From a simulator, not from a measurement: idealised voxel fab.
process module | voxel double patterning
cross-section cut | 200 nm wide | cells 5 nm
A cross-section is a grid of square cells, given in bands from the top down. A band is one or more rows of cells.
Each band's line starts with the height of the band's top and of its bottom, in nm. Then come its materials from left to right, each with its width in nm. One material with "throughout" fills the band from edge to edge. "air" is empty space.
Height 0 is the level under which the wafer as received is all one material. The lowest band goes on downwards, as in "0 down".
A width such as "30 to 40" changes by the same amount from each row of cells to the next, from the band's top row to its bottom row.
"no change" after a step means that no cell of the cross-section changed.
closed voids: empty space of 8 cells or more with no open way to the top, each as width x height at its distance from the left edge, in nm
after a step's settings: what the simulator itself notes on the step
overlay nm, on a step with a mask: how far to the right of its planned place the mask lay; to the left if negative
Each pair below shows a cross-section before one step and the cross-section after it, down to the lowest band that changed. The line under each pair gives the step between them, with its settings. The pairs can come from different runs of this module on the same starting wafer, so a pair continues from the pair above only where its "before" says so.
before
  0 down: Si throughout
  closed voids: none
after
  10 to 0: SiO2 throughout
  below 0: unchanged
  closed voids: none
the step between: op CONFORMAL_DEP | material SiO2 | thk nm 10
before: the cross-section after the pair above
after
  30 to 10: TiN throughout
  below 10: unchanged
  closed voids: none
the step between: op DIRECTIONAL_DEP | material TiN | thk nm 20
before: the cross-section after the pair above
after
  35 to 30: SiN throughout
  below 30: unchanged
  closed voids: none
the step between: op DIRECTIONAL_DEP | material SiN | thk nm 5
before: the cross-section after the pair above
after
  35 to 30: SiN 65 | air 15 | SiN 35 | air 15 | SiN 70
  below 30: unchanged
  closed voids: none
the step between: op MASKED_ETCH | tone open | mask id FIRST | width nm 15 | pitch nm 50 | etch materials SiN | depth nm 5 | overlay nm 0
before: the cross-section after the pair above
after
  50 to 45: aC 65 | air 15 | aC 35 | air 15 | aC 70
  45 to 35: aC throughout
  35 to 30: SiN 65 | aC 15 | SiN 35 | aC 15 | SiN 70
  below 30: unchanged
  closed voids: none
the step between: op DIRECTIONAL_DEP | material aC | thk nm 15
before: the cross-section after the pair above
after
  85 to 50: resist 90 | air 15 | resist 95
  50 to 45: aC 65 | resist 15 | aC 35 | resist 15 | aC 70
  below 45: unchanged
  closed voids: none
the step between: op PATTERN | tone open | mask id SECOND | material resist | width nm 15 | thk nm 35 | overlay nm 0
before: the cross-section after the pair above
after
  70 to 50: resist 90 | air 15 | resist 95
  50 to 45: aC 65 | resist 15 | aC 10 | air 15 | aC 10 | resist 15 | aC 70
  45 to 35: aC 90 | air 15 | aC 95
  below 35: unchanged
  closed voids: none
the step between: op DIRECTIONAL_ETCH | etch materials aC | depth nm 15
before: the cross-section after the pair above
after
  50 to 45: aC 65 | air 15 | aC 10 | air 15 | aC 10 | air 15 | aC 70
  below 45: unchanged
  closed voids: none
the step between: op STRIP | etch materials resist
before: the cross-section after the pair above
after
  50 to 45: aC 65 | air 15 | aC 10 | air 15 | aC 10 | air 15 | aC 70
  45 to 35: aC 90 | air 15 | aC 95
  35 to 30: SiN 65 | aC 15 | SiN 10 | air 15 | SiN 10 | aC 15 | SiN 70
  below 30: unchanged
  closed voids: none
the step between: op DIRECTIONAL_ETCH | etch materials SiN | depth nm 5
before: the cross-section after the pair above
after
  35 to 30: SiN 65 | air 15 | SiN 10 | air 15 | SiN 10 | air 15 | SiN 70
  below 30: unchanged
  closed voids: none
the step between: op STRIP | etch materials aC
before: the cross-section after the pair above
after
  35 to 30: SiN 65 | air 15 | SiN 10 | air 15 | SiN 10 | air 15 | SiN 70
  30 to 10: TiN 65 | air 15 | TiN 10 | air 15 | TiN 10 | air 15 | TiN 70
  below 10: unchanged
  closed voids: none
the step between: op DIRECTIONAL_ETCH | etch materials TiN | depth nm 20
before: the cross-section after the pair above
after
  30 to 10: TiN 65 | air 15 | TiN 10 | air 15 | TiN 10 | air 15 | TiN 70
  below 10: unchanged
  closed voids: none
the step between: op STRIP | etch materials SiN
before
  0 down: Si throughout
  closed voids: none
after
  20 to 0: TiN throughout
  below 0: unchanged
  closed voids: none
the step between: op DIRECTIONAL_DEP | material TiN | thk nm 20
before: the cross-section after the pair above
after
  25 to 20: SiN throughout
  below 20: unchanged
  closed voids: none
the step between: op DIRECTIONAL_DEP | material SiN | thk nm 5
before: the cross-section after the pair above
after
  25 to 20: SiN 65 | air 15 | SiN 35 | air 15 | SiN 70
  below 20: unchanged
  closed voids: none
the step between: op MASKED_ETCH | tone open | mask id FIRST | width nm 15 | pitch nm 50 | etch materials SiN | depth nm 5 | overlay nm 0
before: the cross-section after the pair above
after
  40 to 35: aC 65 | air 15 | aC 35 | air 15 | aC 70
  35 to 25: aC throughout
  25 to 20: SiN 65 | aC 15 | SiN 35 | aC 15 | SiN 70
  below 20: unchanged
  closed voids: none
the step between: op DIRECTIONAL_DEP | material aC | thk nm 15
before: the cross-section after the pair above
after
  75 to 40: resist 90 | air 15 | resist 95
  40 to 35: aC 65 | resist 15 | aC 35 | resist 15 | aC 70
  below 35: unchanged
  closed voids: none
the step between: op PATTERN | tone open | mask id SECOND | material resist | width nm 15 | thk nm 35 | overlay nm 0
before: the cross-section after the pair above
after
  60 to 40: resist 90 | air 15 | resist 95
  40 to 35: aC 65 | resist 15 | aC 10 | air 15 | aC 10 | resist 15 | aC 70
  35 to 25: aC 90 | air 15 | aC 95
  below 25: unchanged
  closed voids: none
the step between: op DIRECTIONAL_ETCH | etch materials aC | depth nm 15
before: the cross-section after the pair above
after
  40 to 35: aC 65 | air 15 | aC 10 | air 15 | aC 10 | air 15 | aC 70
  below 35: unchanged
  closed voids: none
the step between: op STRIP | etch materials resist
before: the cross-section after the pair above
after
  40 to 35: aC 65 | air 15 | aC 10 | air 15 | aC 10 | air 15 | aC 70
  35 to 25: aC 90 | air 15 | aC 95
  25 to 20: SiN 65 | aC 15 | SiN 10 | air 15 | SiN 10 | aC 15 | SiN 70
  below 20: unchanged
  closed voids: none
the step between: op DIRECTIONAL_ETCH | etch materials SiN | depth nm 5
before: the cross-section after the pair above
after
  25 to 20: SiN 65 | air 15 | SiN 10 | air 15 | SiN 10 | air 15 | SiN 70
  below 20: unchanged
  closed voids: none
the step between: op STRIP | etch materials aC
before: the cross-section after the pair above
after
  25 to 20: SiN 65 | air 15 | SiN 10 | air 15 | SiN 10 | air 15 | SiN 70
  20 to 0: TiN 65 | air 15 | TiN 10 | air 15 | TiN 10 | air 15 | TiN 70
  below 0: unchanged
  closed voids: none
the step between: op DIRECTIONAL_ETCH | etch materials TiN | depth nm 20
before: the cross-section after the pair above
after
  20 to 0: TiN 65 | air 15 | TiN 10 | air 15 | TiN 10 | air 15 | TiN 70
  below 0: unchanged
  closed voids: none
the step between: op STRIP | etch materials SiN
before
  30 to 10: TiN throughout
  10 to 0: SiO2 throughout
  0 down: Si throughout
  closed voids: none
after
  50 to 10: TiN throughout
  below 10: unchanged
  closed voids: none
the step between: op DIRECTIONAL_DEP | material TiN | thk nm 20
before: the cross-section after the pair above
after
  55 to 50: SiN throughout
  below 50: unchanged
  closed voids: none
the step between: op DIRECTIONAL_DEP | material SiN | thk nm 5
before: the cross-section after the pair above
after
  55 to 50: SiN 65 | air 15 | SiN 35 | air 15 | SiN 70
  below 50: unchanged
  closed voids: none
the step between: op MASKED_ETCH | tone open | mask id FIRST | width nm 15 | pitch nm 50 | etch materials SiN | depth nm 5 | overlay nm 0
before: the cross-section after the pair above
after
  70 to 65: aC 65 | air 15 | aC 35 | air 15 | aC 70
  65 to 55: aC throughout
  55 to 50: SiN 65 | aC 15 | SiN 35 | aC 15 | SiN 70
  below 50: unchanged
  closed voids: none
the step between: op DIRECTIONAL_DEP | material aC | thk nm 15
before: the cross-section after the pair above
after
  105 to 70: resist 90 | air 15 | resist 95
  70 to 65: aC 65 | resist 15 | aC 35 | resist 15 | aC 70
  below 65: unchanged
  closed voids: none
the step between: op PATTERN | tone open | mask id SECOND | material resist | width nm 15 | thk nm 35 | overlay nm 0
before: the cross-section after the pair above
after
  90 to 70: resist 90 | air 15 | resist 95
  70 to 65: aC 65 | resist 15 | aC 10 | air 15 | aC 10 | resist 15 | aC 70
  65 to 55: aC 90 | air 15 | aC 95
  below 55: unchanged
  closed voids: none
the step between: op DIRECTIONAL_ETCH | etch materials aC | depth nm 15
before: the cross-section after the pair above
after
  70 to 65: aC 65 | air 15 | aC 10 | air 15 | aC 10 | air 15 | aC 70
  below 65: unchanged
  closed voids: none
the step between: op STRIP | etch materials resist
before: the cross-section after the pair above
after
  70 to 65: aC 65 | air 15 | aC 10 | air 15 | aC 10 | air 15 | aC 70
  65 to 55: aC 90 | air 15 | aC 95
  55 to 50: SiN 65 | aC 15 | SiN 10 | air 15 | SiN 10 | aC 15 | SiN 70
  below 50: unchanged
  closed voids: none
the step between: op DIRECTIONAL_ETCH | etch materials SiN | depth nm 5
before: the cross-section after the pair above
after
  55 to 50: SiN 65 | air 15 | SiN 10 | air 15 | SiN 10 | air 15 | SiN 70
  below 50: unchanged
  closed voids: none
the step between: op STRIP | etch materials aC
before: the cross-section after the pair above
after
  55 to 50: SiN 65 | air 15 | SiN 10 | air 15 | SiN 10 | air 15 | SiN 70
  50 to 30: TiN 65 | air 15 | TiN 10 | air 15 | TiN 10 | air 15 | TiN 70
  below 30: unchanged
  closed voids: none
the step between: op DIRECTIONAL_ETCH | etch materials TiN | depth nm 20
before: the cross-section after the pair above
after
  50 to 30: TiN 65 | air 15 | TiN 10 | air 15 | TiN 10 | air 15 | TiN 70
  below 30: unchanged
  closed voids: none
the step between: op STRIP | etch materials SiN
before
  20 to 0: TiN throughout
  0 down: Si throughout
  closed voids: none
after
  30 to 20: SiO2 throughout
  below 20: unchanged
  closed voids: none
the step between: op CONFORMAL_DEP | material SiO2 | thk nm 10
before: the cross-section after the pair above
after
  35 to 30: SiN throughout
  below 30: unchanged
  closed voids: none
the step between: op DIRECTIONAL_DEP | material SiN | thk nm 5
before: the cross-section after the pair above
after
  35 to 30: SiN 65 | air 15 | SiN 35 | air 15 | SiN 70
  below 30: unchanged
  closed voids: none
the step between: op MASKED_ETCH | tone open | mask id FIRST | width nm 15 | pitch nm 50 | etch materials SiN | depth nm 5 | overlay nm 0
before: the cross-section after the pair above
after
  50 to 45: aC 65 | air 15 | aC 35 | air 15 | aC 70
  45 to 35: aC throughout
  35 to 30: SiN 65 | aC 15 | SiN 35 | aC 15 | SiN 70
  below 30: unchanged
  closed voids: none
the step between: op DIRECTIONAL_DEP | material aC | thk nm 15
before: the cross-section after the pair above
after
  85 to 50: resist 90 | air 15 | resist 95
  50 to 45: aC 65 | resist 15 | aC 35 | resist 15 | aC 70
  below 45: unchanged
  closed voids: none
the step between: op PATTERN | tone open | mask id SECOND | material resist | width nm 15 | thk nm 35 | overlay nm 0
before: the cross-section after the pair above
after
  70 to 50: resist 90 | air 15 | resist 95
  50 to 45: aC 65 | resist 15 | aC 10 | air 15 | aC 10 | resist 15 | aC 70
  45 to 35: aC 90 | air 15 | aC 95
  below 35: unchanged
  closed voids: none
the step between: op DIRECTIONAL_ETCH | etch materials aC | depth nm 15
before: the cross-section after the pair above
after
  50 to 45: aC 65 | air 15 | aC 10 | air 15 | aC 10 | air 15 | aC 70
  below 45: unchanged
  closed voids: none
the step between: op STRIP | etch materials resist
before: the cross-section after the pair above
after
  50 to 45: aC 65 | air 15 | aC 10 | air 15 | aC 10 | air 15 | aC 70
  45 to 35: aC 90 | air 15 | aC 95
  35 to 30: SiN 65 | aC 15 | SiN 10 | air 15 | SiN 10 | aC 15 | SiN 70
  below 30: unchanged
  closed voids: none
the step between: op DIRECTIONAL_ETCH | etch materials SiN | depth nm 5
before: the cross-section after the pair above
after
  35 to 30: SiN 65 | air 15 | SiN 10 | air 15 | SiN 10 | air 15 | SiN 70
  below 30: unchanged
  closed voids: none
the step between: op STRIP | etch materials aC
before: the cross-section after the pair above
after
  30 to 20: SiO2 throughout
  below 20: unchanged
  closed voids: none
the step between: op STRIP | etch materials SiN
before
  10 to 0: SiO2 throughout
  0 down: Si throughout
  closed voids: none
after
  25 to 10: TiN throughout
  below 10: unchanged
  closed voids: none
the step between: op DIRECTIONAL_DEP | material TiN | thk nm 15
before: the cross-section after the pair above
after
  30 to 25: SiN throughout
  below 25: unchanged
  closed voids: none
the step between: op DIRECTIONAL_DEP | material SiN | thk nm 5
before: the cross-section after the pair above
after
  30 to 25: SiN 65 | air 15 | SiN 35 | air 15 | SiN 70
  below 25: unchanged
  closed voids: none
the step between: op MASKED_ETCH | tone open | mask id FIRST | width nm 15 | pitch nm 50 | etch materials SiN | depth nm 5 | overlay nm 0
before: the cross-section after the pair above
after
  45 to 40: aC 65 | air 15 | aC 35 | air 15 | aC 70
  40 to 30: aC throughout
  30 to 25: SiN 65 | aC 15 | SiN 35 | aC 15 | SiN 70
  below 25: unchanged
  closed voids: none
the step between: op DIRECTIONAL_DEP | material aC | thk nm 15
before: the cross-section after the pair above
after
  80 to 45: resist 90 | air 15 | resist 95
  45 to 40: aC 65 | resist 15 | aC 35 | resist 15 | aC 70
  below 40: unchanged
  closed voids: none
the step between: op PATTERN | tone open | mask id SECOND | material resist | width nm 15 | thk nm 35 | overlay nm 0
before: the cross-section after the pair above
after
  65 to 45: resist 90 | air 15 | resist 95
  45 to 40: aC 65 | resist 15 | aC 10 | air 15 | aC 10 | resist 15 | aC 70
  40 to 30: aC 90 | air 15 | aC 95
  below 30: unchanged
  closed voids: none
the step between: op DIRECTIONAL_ETCH | etch materials aC | depth nm 15
before: the cross-section after the pair above
after
  45 to 40: aC 65 | air 15 | aC 10 | air 15 | aC 10 | air 15 | aC 70
  below 40: unchanged
  closed voids: none
the step between: op STRIP | etch materials resist
before: the cross-section after the pair above
after
  45 to 40: aC 65 | air 15 | aC 10 | air 15 | aC 10 | air 15 | aC 70
  40 to 30: aC 90 | air 15 | aC 95
  30 to 25: SiN 65 | aC 15 | SiN 10 | air 15 | SiN 10 | aC 15 | SiN 70
  below 25: unchanged
  closed voids: none
the step between: op DIRECTIONAL_ETCH | etch materials SiN | depth nm 5
before: the cross-section after the pair above
after
  30 to 25: SiN 65 | air 15 | SiN 10 | air 15 | SiN 10 | air 15 | SiN 70
  below 25: unchanged
  closed voids: none
the step between: op STRIP | etch materials aC
before: the cross-section after the pair above
after
  30 to 25: SiN 65 | air 15 | SiN 10 | air 15 | SiN 10 | air 15 | SiN 70
  25 to 10: TiN 65 | air 15 | TiN 10 | air 15 | TiN 10 | air 15 | TiN 70
  below 10: unchanged
  closed voids: none
the step between: op DIRECTIONAL_ETCH | etch materials TiN | depth nm 20
before: the cross-section after the pair above
after
  25 to 10: TiN 65 | air 15 | TiN 10 | air 15 | TiN 10 | air 15 | TiN 70
  below 10: unchanged
  closed voids: none
the step between: op STRIP | etch materials SiN
before
  35 to 30: SiN throughout
  30 to 10: TiN throughout
  10 to 0: SiO2 throughout
  0 down: Si throughout
  closed voids: none
after
  35 to 30: SiN 65 | air 20 | SiN 30 | air 20 | SiN 65
  below 30: unchanged
  closed voids: none
the step between: op MASKED_ETCH | tone open | mask id FIRST | width nm 20 | pitch nm 50 | etch materials SiN | depth nm 5 | overlay nm 0
before: the cross-section after the pair above
after
  50 to 45: aC 65 | air 20 | aC 30 | air 20 | aC 65
  45 to 35: aC throughout
  35 to 30: SiN 65 | aC 20 | SiN 30 | aC 20 | SiN 65
  below 30: unchanged
  closed voids: none
the step between: op DIRECTIONAL_DEP | material aC | thk nm 15
before: the cross-section after the pair above
after
  85 to 50: resist 90 | air 15 | resist 95
  50 to 45: aC 65 | resist 20 | aC 30 | resist 20 | aC 65
  below 45: unchanged
  closed voids: none
the step between: op PATTERN | tone open | mask id SECOND | material resist | width nm 15 | thk nm 35 | overlay nm 0
before: the cross-section after the pair above
after
  70 to 50: resist 90 | air 15 | resist 95
  50 to 45: aC 65 | resist 20 | aC 5 | air 15 | aC 10 | resist 20 | aC 65
  45 to 35: aC 90 | air 15 | aC 95
  below 35: unchanged
  closed voids: none
the step between: op DIRECTIONAL_ETCH | etch materials aC | depth nm 15
before: the cross-section after the pair above
after
  50 to 45: aC 65 | air 20 | aC 5 | air 15 | aC 10 | air 20 | aC 65
  below 45: unchanged
  closed voids: none
the step between: op STRIP | etch materials resist
before: the cross-section after the pair above
after
  50 to 45: aC 65 | air 20 | aC 5 | air 15 | aC 10 | air 20 | aC 65
  45 to 35: aC 90 | air 15 | aC 95
  35 to 30: SiN 65 | aC 20 | SiN 5 | air 15 | SiN 10 | aC 20 | SiN 65
  below 30: unchanged
  closed voids: none
the step between: op DIRECTIONAL_ETCH | etch materials SiN | depth nm 5
before: the cross-section after the pair above
after
  35 to 30: SiN 65 | air 20 | SiN 5 | air 15 | SiN 10 | air 20 | SiN 65
  below 30: unchanged
  closed voids: none
the step between: op STRIP | etch materials aC
before: the cross-section after the pair above
after
  35 to 30: SiN 65 | air 20 | SiN 5 | air 15 | SiN 10 | air 20 | SiN 65
  30 to 10: TiN 65 | air 20 | TiN 5 | air 15 | TiN 10 | air 20 | TiN 65
  below 10: unchanged
  closed voids: none
the step between: op DIRECTIONAL_ETCH | etch materials TiN | depth nm 20
before: the cross-section after the pair above
after
  30 to 10: TiN 65 | air 20 | TiN 5 | air 15 | TiN 10 | air 20 | TiN 65
  below 10: unchanged
  closed voids: none
the step between: op STRIP | etch materials SiN
before
  35 to 30: SiN throughout
  30 to 10: TiN throughout
  10 to 0: SiO2 throughout
  0 down: Si throughout
  closed voids: none
after
  35 to 30: SiN 55 | air 15 | SiN 35 | air 15 | SiN 80
  below 30: unchanged
  closed voids: none
the step between: op MASKED_ETCH | tone open | mask id FIRST | width nm 15 | pitch nm 50 | etch materials SiN | depth nm 5 | overlay nm -10
before: the cross-section after the pair above
after
  50 to 45: aC 55 | air 15 | aC 35 | air 15 | aC 80
  45 to 35: aC throughout
  35 to 30: SiN 55 | aC 15 | SiN 35 | aC 15 | SiN 80
  below 30: unchanged
  closed voids: none
the step between: op DIRECTIONAL_DEP | material aC | thk nm 15
before: the cross-section after the pair above
after
  85 to 50: resist 90 | air 15 | resist 95
  50 to 45: aC 55 | resist 15 | aC 35 | resist 15 | aC 80
  below 45: unchanged
  closed voids: none
the step between: op PATTERN | tone open | mask id SECOND | material resist | width nm 15 | thk nm 35 | overlay nm 0
before: the cross-section after the pair above
after
  70 to 50: resist 90 | air 15 | resist 95
  50 to 45: aC 55 | resist 15 | aC 20 | air 15 | resist 15 | aC 80
  45 to 35: aC 90 | air 15 | aC 95
  below 35: unchanged
  closed voids: none
the step between: op DIRECTIONAL_ETCH | etch materials aC | depth nm 15
before: the cross-section after the pair above
after
  50 to 45: aC 55 | air 15 | aC 20 | air 30 | aC 80
  below 45: unchanged
  closed voids: none
the step between: op STRIP | etch materials resist
before: the cross-section after the pair above
after
  50 to 45: aC 55 | air 15 | aC 20 | air 30 | aC 80
  45 to 35: aC 90 | air 15 | aC 95
  35 to 30: SiN 55 | aC 15 | SiN 20 | air 15 | aC 15 | SiN 80
  below 30: unchanged
  closed voids: none
the step between: op DIRECTIONAL_ETCH | etch materials SiN | depth nm 5
before: the cross-section after the pair above
after
  35 to 30: SiN 55 | air 15 | SiN 20 | air 30 | SiN 80
  below 30: unchanged
  closed voids: none
the step between: op STRIP | etch materials aC
before: the cross-section after the pair above
after
  35 to 30: SiN 55 | air 15 | SiN 20 | air 30 | SiN 80
  30 to 10: TiN 55 | air 15 | TiN 20 | air 30 | TiN 80
  below 10: unchanged
  closed voids: none
the step between: op DIRECTIONAL_ETCH | etch materials TiN | depth nm 20
before: the cross-section after the pair above
after
  30 to 10: TiN 55 | air 15 | TiN 20 | air 30 | TiN 80
  below 10: unchanged
  closed voids: none
the step between: op STRIP | etch materials SiN
before
  0 down: Si throughout
  closed voids: none
after
  10 to 0: aC throughout
  below 0: unchanged
  closed voids: none
the step between: op CONFORMAL_DEP | material aC | thk nm 10
before: the cross-section after the pair above
after
  30 to 10: TiN throughout
  below 10: unchanged
  closed voids: none
the step between: op DIRECTIONAL_DEP | material TiN | thk nm 20
before: the cross-section after the pair above
after
  35 to 30: SiN throughout
  below 30: unchanged
  closed voids: none
the step between: op DIRECTIONAL_DEP | material SiN | thk nm 5
before: the cross-section after the pair above
after
  35 to 30: SiN 65 | air 15 | SiN 35 | air 15 | SiN 70
  below 30: unchanged
  closed voids: none
the step between: op MASKED_ETCH | tone open | mask id FIRST | width nm 15 | pitch nm 50 | etch materials SiN | depth nm 5 | overlay nm 0
before: the cross-section after the pair above
after
  50 to 45: aC 65 | air 15 | aC 35 | air 15 | aC 70
  45 to 35: aC throughout
  35 to 30: SiN 65 | aC 15 | SiN 35 | aC 15 | SiN 70
  below 30: unchanged
  closed voids: none
the step between: op DIRECTIONAL_DEP | material aC | thk nm 15
before: the cross-section after the pair above
after
  85 to 50: resist 90 | air 15 | resist 95
  50 to 45: aC 65 | resist 15 | aC 35 | resist 15 | aC 70
  below 45: unchanged
  closed voids: none
the step between: op PATTERN | tone open | mask id SECOND | material resist | width nm 15 | thk nm 35 | overlay nm 0
before: the cross-section after the pair above
after
  70 to 50: resist 90 | air 15 | resist 95
  50 to 45: aC 65 | resist 15 | aC 10 | air 15 | aC 10 | resist 15 | aC 70
  45 to 35: aC 90 | air 15 | aC 95
  below 35: unchanged
  closed voids: none
the step between: op DIRECTIONAL_ETCH | etch materials aC | depth nm 15
before: the cross-section after the pair above
after
  50 to 45: aC 65 | air 15 | aC 10 | air 15 | aC 10 | air 15 | aC 70
  below 45: unchanged
  closed voids: none
the step between: op STRIP | etch materials resist
before: the cross-section after the pair above
after
  50 to 45: aC 65 | air 15 | aC 10 | air 15 | aC 10 | air 15 | aC 70
  45 to 35: aC 90 | air 15 | aC 95
  35 to 30: SiN 65 | aC 15 | SiN 10 | air 15 | SiN 10 | aC 15 | SiN 70
  below 30: unchanged
  closed voids: none
the step between: op DIRECTIONAL_ETCH | etch materials SiN | depth nm 5
before: the cross-section after the pair above
after
  35 to 30: SiN 65 | air 15 | SiN 10 | air 15 | SiN 10 | air 15 | SiN 70
  below 30: unchanged
  closed voids: none
the step between: op STRIP | etch materials aC
before: the cross-section after the pair above
after
  35 to 30: SiN 65 | air 15 | SiN 10 | air 15 | SiN 10 | air 15 | SiN 70
  30 to 10: TiN 65 | air 15 | TiN 10 | air 15 | TiN 10 | air 15 | TiN 70
  below 10: unchanged
  closed voids: none
the step between: op DIRECTIONAL_ETCH | etch materials TiN | depth nm 20
before: the cross-section after the pair above
after
  30 to 10: TiN 65 | air 15 | TiN 10 | air 15 | TiN 10 | air 15 | TiN 70
  below 10: unchanged
  closed voids: none
the step between: op STRIP | etch materials SiN
before
  50 to 45: aC 65 | air 15 | aC 35 | air 15 | aC 70
  45 to 35: aC throughout
  35 to 30: SiN 65 | aC 15 | SiN 35 | aC 15 | SiN 70
  30 to 10: TiN throughout
  10 to 0: SiO2 throughout
  0 down: Si throughout
  closed voids: none
after
  85 to 50: air 90 | resist 15 | air 95
  below 50: unchanged
  closed voids: none
the step between: op PATTERN | tone cover | mask id SECOND | material resist | width nm 15 | thk nm 35 | overlay nm 0
before: the cross-section after the pair above
after
  70 to 50: air 90 | resist 15 | air 95
  50 to 35: air 90 | aC 15 | air 95
  35 to 30: SiN 65 | air 15 | SiN 35 | air 15 | SiN 70
  below 30: unchanged
  closed voids: none
the step between: op DIRECTIONAL_ETCH | etch materials aC | depth nm 15
before: the cross-section after the pair above
after
  50 to 35: air 90 | aC 15 | air 95
  below 35: unchanged
  closed voids: none
the step between: op STRIP | etch materials resist
before: the cross-section after the pair above
after
  50 to 35: air 90 | aC 15 | air 95
  35 to 30: air 90 | SiN 15 | air 95
  below 30: unchanged
  closed voids: none
the step between: op DIRECTIONAL_ETCH | etch materials SiN | depth nm 5
before: the cross-section after the pair above
after
  35 to 30: air 90 | SiN 15 | air 95
  below 30: unchanged
  closed voids: none
the step between: op STRIP | etch materials aC
before: the cross-section after the pair above
after
  35 to 30: air 90 | SiN 15 | air 95
  30 to 10: air 90 | TiN 15 | air 95
  below 10: unchanged
  closed voids: none
the step between: op DIRECTIONAL_ETCH | etch materials TiN | depth nm 20
before: the cross-section after the pair above
after
  30 to 10: air 90 | TiN 15 | air 95
  below 10: unchanged
  closed voids: none
the step between: op STRIP | etch materials SiN
